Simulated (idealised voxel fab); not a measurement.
The following process module bears the name voxel self aligned contacts.
Section cut is 170 nm wide and gridded with 5 nm square cells.
Cross-sections here: square-cell grids, written as top-down lists of bands, a band being one or more rows of cells. Band: top and bottom heights (nm) first, top before bottom; then materials from left to right, widths in nm. "edge to edge" marks a sole material filling the band edge to edge. "air" denotes empty space. Beneath 0, the wafer as received is one material, and that level is where height counting begins. The lowest band goes on downward without a bottom; it is written like "z 0 and below". It should be noted that a width expressed as "30->40" varies in equal increments from row to row of cells within the band, taking the value of the first number at the top row and that of the second number at the bottom row. "remains unaltered", as given for a step, is the statement that not any cell of the cross-section underwent a change during that step. Each empty space that has no open way to the top and spans at least 8 cells appears under "Catalogued sealed voids" as width x height at distance, the distance counted from the left edge, all in nm. Read whatever lies past the settings on a step's line as the simulator's own remark about the step. On any step carrying a mask, the "overlay nm" setting, if present on the step's line, tells how far right of its planned place the mask lay; negative values point to the left.

## Planned process steps
1,RECEIVE (material Si)
2,OXIDIZE (depth nm 5)
3,DIRECTIONAL_DEP (material polySi; thk nm 20)
4,DIRECTIONAL_DEP (material SiN; thk nm 15)
5,DIRECTIONAL_DEP (material aC; thk nm 10)
6,PATTERN (tone cover; mask id GATE; material resist; width nm 35; pitch nm 65; thk nm 25; overlay nm 0)
7,DIRECTIONAL_ETCH (etch materials aC; depth nm 10)
8,STRIP (etch materials resist)
9,DIRECTIONAL_ETCH (etch materials SiN; depth nm 15)
10,DIRECTIONAL_ETCH (etch materials polySi; depth nm 20)
11,STRIP (etch materials aC)
12,CONFORMAL_DEP (material SiN; thk nm 5)
13,DIRECTIONAL_ETCH (etch materials SiN; depth nm 5)
14,FILL_DEP (material SiO2; thk nm 15)
15,CMP (height nm 40)
16,DIRECTIONAL_DEP (material aC; thk nm 15)
17,PATTERN (tone open; mask id CONTACT; material resist; width nm 50; thk nm 30; overlay nm 0)
18,DIRECTIONAL_ETCH (etch materials aC; depth nm 15)
19,STRIP (etch materials resist)
20,DIRECTIONAL_ETCH (etch materials SiO2; depth nm 45)
21,STRIP (etch materials aC)
22,CONFORMAL_DEP (material TiN; thk nm 5)
23,FILL_DEP (material W; thk nm 10)
24,CMP (height nm 40)
25,CONFORMAL_DEP (material SiCN; thk nm 5)

## first wafer, as planned

## As received (post step 1): cross-section
- z 0 and below  Si edge to edge
- Catalogued sealed voids: none

## The following cross-section depicts the wafer upon completion of step 2
- z 0 to -5  SiO2 edge to edge
- Unchanged below -5.

## The following cross-section depicts the wafer upon completion of step 3
- z 20 to 0  polySi edge to edge
- Unchanged below 0.

## The following cross-section depicts the wafer upon completion of step 4
- z 35 to 20  SiN edge to edge
- Unchanged below 20.

## The following cross-section depicts the wafer upon completion of step 5
- z 45 to 35  aC edge to edge
- Unchanged below 35.

## The following cross-section depicts the wafer upon completion of step 6
- z 70 to 45  air (35), then resist (35), then air (30), then resist (35), then air (35)
- Unchanged below 45.

## The following cross-section depicts the wafer upon completion of step 7
- z 60 to 45  air (35), then resist (35), then air (30), then resist (35), then air (35)
- z 45 to 35  air (35), then aC (35), then air (30), then aC (35), then air (35)
- Unchanged below 35.

## The following cross-section depicts the wafer upon completion of step 8
- z 45 to 35  air (35), then aC (35), then air (30), then aC (35), then air (35)
- Unchanged below 35.

## The following cross-section depicts the wafer upon completion of step 9
- z 45 to 35  air (35), then aC (35), then air (30), then aC (35), then air (35)
- z 35 to 20  air (35), then SiN (35), then air (30), then SiN (35), then air (35)
- Unchanged below 20.

## The following cross-section depicts the wafer upon completion of step 10
- z 45 to 35  air (35), then aC (35), then air (30), then aC (35), then air (35)
- z 35 to 20  air (35), then SiN (35), then air (30), then SiN (35), then air (35)
- z 20 to 0  air (35), then polySi (35), then air (30), then polySi (35), then air (35)
- Unchanged below 0.

## The following cross-section depicts the wafer upon completion of step 11
- z 35 to 20  air (35), then SiN (35), then air (30), then SiN (35), then air (35)
- Unchanged below 20.

## The following cross-section depicts the wafer upon completion of step 12
- z 40 to 20  air (30), then SiN (45), then air (20), then SiN (45), then air (30)
- z 20 to 5  air (30), then SiN (5), then polySi (35), then SiN (5), then air (20), then SiN (5), then polySi (35), then SiN (5), then air (30)
- z 5 to 0  SiN (35), then polySi (35), then SiN (30), then polySi (35), then SiN (35)
- Unchanged below 0.

## The following cross-section depicts the wafer upon completion of step 13
- z 35 to 20  air (30), then SiN (45), then air (20), then SiN (45), then air (30)
- z 20 to 0  air (30), then SiN (5), then polySi (35), then SiN (5), then air (20), then SiN (5), then polySi (35), then SiN (5), then air (30)
- Unchanged below 0.

## The following cross-section depicts the wafer upon completion of step 14
- z 50 to 35  SiO2 edge to edge
- z 35 to 20  SiO2 (30), then SiN (45), then SiO2 (20), then SiN (45), then SiO2 (30)
- z 20 to 0  SiO2 (30), then SiN (5), then polySi (35), then SiN (5), then SiO2 (20), then SiN (5), then polySi (35), then SiN (5), then SiO2 (30)
- Unchanged below 0.

## The following cross-section depicts the wafer upon completion of step 15
- z 40 to 35  SiO2 edge to edge
- Unchanged below 35.

## The following cross-section depicts the wafer upon completion of step 16
- z 55 to 40  aC edge to edge
- Unchanged below 40.

## The following cross-section depicts the wafer upon completion of step 17
- z 85 to 55  resist (60), then air (50), then resist (60)
- Unchanged below 55.

## The following cross-section depicts the wafer upon completion of step 18
- z 70 to 55  resist (60), then air (50), then resist (60)
- z 55 to 40  aC (60), then air (50), then aC (60)
- Unchanged below 40.

## The following cross-section depicts the wafer upon completion of step 19
- z 55 to 40  aC (60), then air (50), then aC (60)
- Unchanged below 40.

## The following cross-section depicts the wafer upon completion of step 20
- z 55 to 40  aC (60), then air (50), then aC (60)
- z 40 to 35  SiO2 (60), then air (50), then SiO2 (60)
- z 35 to 20  SiO2 (30), then SiN (45), then air (20), then SiN (45), then SiO2 (30)
- z 20 to 0  SiO2 (30), then SiN (5), then polySi (35), then SiN (5), then air (20), then SiN (5), then polySi (35), then SiN (5), then SiO2 (30)
- z 0 to -5  SiO2 (75), then air (20), then SiO2 (75)
- Unchanged below -5.

## The following cross-section depicts the wafer upon completion of step 21
- z 40 to 35  SiO2 (60), then air (50), then SiO2 (60)
- Unchanged below 35.

## The following cross-section depicts the wafer upon completion of step 22
- z 45 to 40  TiN (65), then air (40), then TiN (65)
- z 40 to 35  SiO2 (60), then TiN (20), then air (10), then TiN (20), then SiO2 (60)
- z 35 to 20  SiO2 (30), then SiN (45), then TiN (5), then air (10), then TiN (5), then SiN (45), then SiO2 (30)
- z 20 to 0  SiO2 (30), then SiN (5), then polySi (35), then SiN (5), then TiN (5), then air (10), then TiN (5), then SiN (5), then polySi (35), then SiN (5), then SiO2 (30)
- z 0 to -5  SiO2 (75), then TiN (20), then SiO2 (75)
- Unchanged below -5.

## The following cross-section depicts the wafer upon completion of step 23
- z 55 to 45  W edge to edge
- z 45 to 40  TiN (65), then W (40), then TiN (65)
- z 40 to 35  SiO2 (60), then TiN (20), then W (10), then TiN (20), then SiO2 (60)
- z 35 to 20  SiO2 (30), then SiN (45), then TiN (5), then W (10), then TiN (5), then SiN (45), then SiO2 (30)
- z 20 to 0  SiO2 (30), then SiN (5), then polySi (35), then SiN (5), then TiN (5), then W (10), then TiN (5), then SiN (5), then polySi (35), then SiN (5), then SiO2 (30)
- Unchanged below 0.

## The following cross-section depicts the wafer upon completion of step 24
- z 40 to 35  SiO2 (60), then TiN (20), then W (10), then TiN (20), then SiO2 (60)
- Unchanged below 35.

## The following cross-section depicts the wafer upon completion of step 25
- z 45 to 40  SiCN edge to edge
- Unchanged below 40.

## Second wafer - shared start and plan with the first - one error in running - same as the first up to step 11 inclusive

Second wafer, cut view, end of step 12 per plan: remains unaltered

## Second wafer, cut view, end of step 13 per plan
- z 30 to 20  air (35), then SiN (35), then air (30), then SiN (35), then air (35)
- Unchanged below 20.

## Second wafer, cut view, end of step 14 per plan
- z 45 to 30  SiO2 edge to edge
- z 30 to 20  SiO2 (35), then SiN (35), then SiO2 (30), then SiN (35), then SiO2 (35)
- z 20 to 0  SiO2 (35), then polySi (35), then SiO2 (30), then polySi (35), then SiO2 (35)
- Unchanged below 0.

## Second wafer, cut view, end of step 15 per plan
- z 40 to 30  SiO2 edge to edge
- Unchanged below 30.

## Second wafer, cut view, end of step 16 per plan
- z 55 to 40  aC edge to edge
- Unchanged below 40.

## Second wafer, cut view, end of step 17 per plan
- z 85 to 55  resist (60), then air (50), then resist (60)
- Unchanged below 55.

## Second wafer, cut view, end of step 18 per plan
- z 70 to 55  resist (60), then air (50), then resist (60)
- z 55 to 40  aC (60), then air (50), then aC (60)
- Unchanged below 40.

## Second wafer, cut view, end of step 19 per plan
- z 55 to 40  aC (60), then air (50), then aC (60)
- Unchanged below 40.

## Second wafer, cut view, end of step 20 per plan
- z 55 to 40  aC (60), then air (50), then aC (60)
- z 40 to 30  SiO2 (60), then air (50), then SiO2 (60)
- z 30 to 20  SiO2 (35), then SiN (35), then air (30), then SiN (35), then SiO2 (35)
- z 20 to 0  SiO2 (35), then polySi (35), then air (30), then polySi (35), then SiO2 (35)
- z 0 to -5  SiO2 (70), then air (30), then SiO2 (70)
- Unchanged below -5.

## Second wafer, cut view, end of step 21 per plan
- z 40 to 30  SiO2 (60), then air (50), then SiO2 (60)
- Unchanged below 30.

## Second wafer, cut view, end of step 22 per plan
- z 45 to 40  TiN (65), then air (40), then TiN (65)
- z 40 to 30  SiO2 (60), then TiN (5->15), then air (40->20), then TiN (5->15), then SiO2 (60)
- z 30 to 20  SiO2 (35), then SiN (35), then TiN (5), then air (20), then TiN (5), then SiN (35), then SiO2 (35)
- z 20 to 0  SiO2 (35), then polySi (35), then TiN (5), then air (20), then TiN (5), then polySi (35), then SiO2 (35)
- z 0 to -5  SiO2 (70), then TiN (30), then SiO2 (70)
- Unchanged below -5.

## Second wafer, cut view, end of step 23 per plan
- z 55 to 45  W edge to edge
- z 45 to 40  TiN (65), then W (40), then TiN (65)
- z 40 to 30  SiO2 (60), then TiN (5->15), then W (40->20), then TiN (5->15), then SiO2 (60)
- z 30 to 20  SiO2 (35), then SiN (35), then TiN (5), then W (20), then TiN (5), then SiN (35), then SiO2 (35)
- z 20 to 0  SiO2 (35), then polySi (35), then TiN (5), then W (20), then TiN (5), then polySi (35), then SiO2 (35)
- Unchanged below 0.

## Second wafer, cut view, end of step 24 per plan
- z 40 to 30  SiO2 (60), then TiN (5->15), then W (40->20), then TiN (5->15), then SiO2 (60)
- Unchanged below 30.

## Second wafer, cut view, end of step 25 per plan
- z 45 to 40  SiCN edge to edge
- Unchanged below 40.
Where did the run depart from the plan? plan step 12 never ran because it was skipped
at the end the second wafer has, in cells: SiN -42, SiO2 +22, W +20
